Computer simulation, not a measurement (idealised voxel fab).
The process module that follows is named voxel fin reveal.
FYI the section here is cut, 180 nm wide, cells are 5 nm squares.
Cross-section spec: square-cell grid; bands listed top down; each band is one or more rows.
Band: top height; bottom height; in nm. Then, left to right: material with width in nm, for each material. "all across": a single material spanning edge to edge. "blank": empty space.
Height datum 0, below which the as-received substrate wafer is one material. Lowest band open at the bottom, running downward: "0 nm and below".
The expression "30..40" gives the width at the extremes of the band, the first number at its top row of cells and the second at its bottom row, with the width changing by equal amounts from each row to the next in between.
It should be understood that the words "same as before", when stated for a given step, signify that the cross-section underwent no change in any of its cells during that step.
Reported under the label "Closed-off voids" are the empty spaces having no open way to the top and comprising 8 cells or more; the notation for each is width x height at distance, in which the distance is measured from the left edge and all three values are in nm.
The remark found on a step's line after its settings is issued by the simulator itself and pertains to that step.
Regarding "overlay nm": on a step with a mask, it is the distance the mask lay to the right of its planned place; a negative value places it to the left.

**plan**
| 1 | RECEIVE,material Si |
| 2 | CONFORMAL_DEP,material SiN,thk nm 10 |
| 3 | DIRECTIONAL_DEP,material aC,thk nm 15 |
| 4 | PATTERN,tone cover,mask id FINS,material resist,width nm 15,pitch nm 40,thk nm 35,overlay nm 0 |
| 5 | DIRECTIONAL_ETCH,etch materials aC,depth nm 15 |
| 6 | STRIP,etch materials resist |
| 7 | DIRECTIONAL_ETCH,etch materials SiN,depth nm 10 |
| 8 | DIRECTIONAL_ETCH,etch materials Si,depth nm 35 |
| 9 | STRIP,etch materials aC |
| 10 | FILL_DEP,material SiO2,thk nm 10 |
| 11 | CMP,height nm 10 |
| 12 | SELECTIVE_ETCH,etch materials SiO2,depth nm 20 |
| 13 | STRIP,etch materials SiN |

**So this is the incoming wafer in cross-section - it's already been through step 1**
	0 nm and below  Si all across
	Closed-off voids: none

**End-of-module XS, first of two wafers, run as planned**
	0 nm to -10 nm  40 nm blank; 15 nm Si; 25 nm blank; 15 nm Si; 25 nm blank; 15 nm Si; 45 nm blank
	-10 nm to -35 nm  40 nm SiO2; 15 nm Si; 25 nm SiO2; 15 nm Si; 25 nm SiO2; 15 nm Si; 45 nm SiO2
	-35 nm and below  Si all across
	Closed-off voids: none

**Cross-sectional image of the second wafer of the two following completion of the module. Starting state and process plan were the same as for the first wafer; one execution error occurred**
	0 nm to -10 nm  35 nm blank; 15 nm Si; 25 nm blank; 15 nm Si; 25 nm blank; 15 nm Si; 50 nm blank
	-10 nm to -35 nm  35 nm SiO2; 15 nm Si; 25 nm SiO2; 15 nm Si; 25 nm SiO2; 15 nm Si; 50 nm SiO2
	-35 nm and below  Si all across
	Closed-off voids: none
Short version of what went wrong: it should be noted that step 4 was executed with settings other than those planned, the operation and settings actually applied being PATTERN,tone cover,mask id FINS,material resist,width nm 15,pitch nm 40,thk nm 35,overlay nm -5
Tallied in cells, the final second wafer holds each material in the same quantity as the first, although not at the same places.
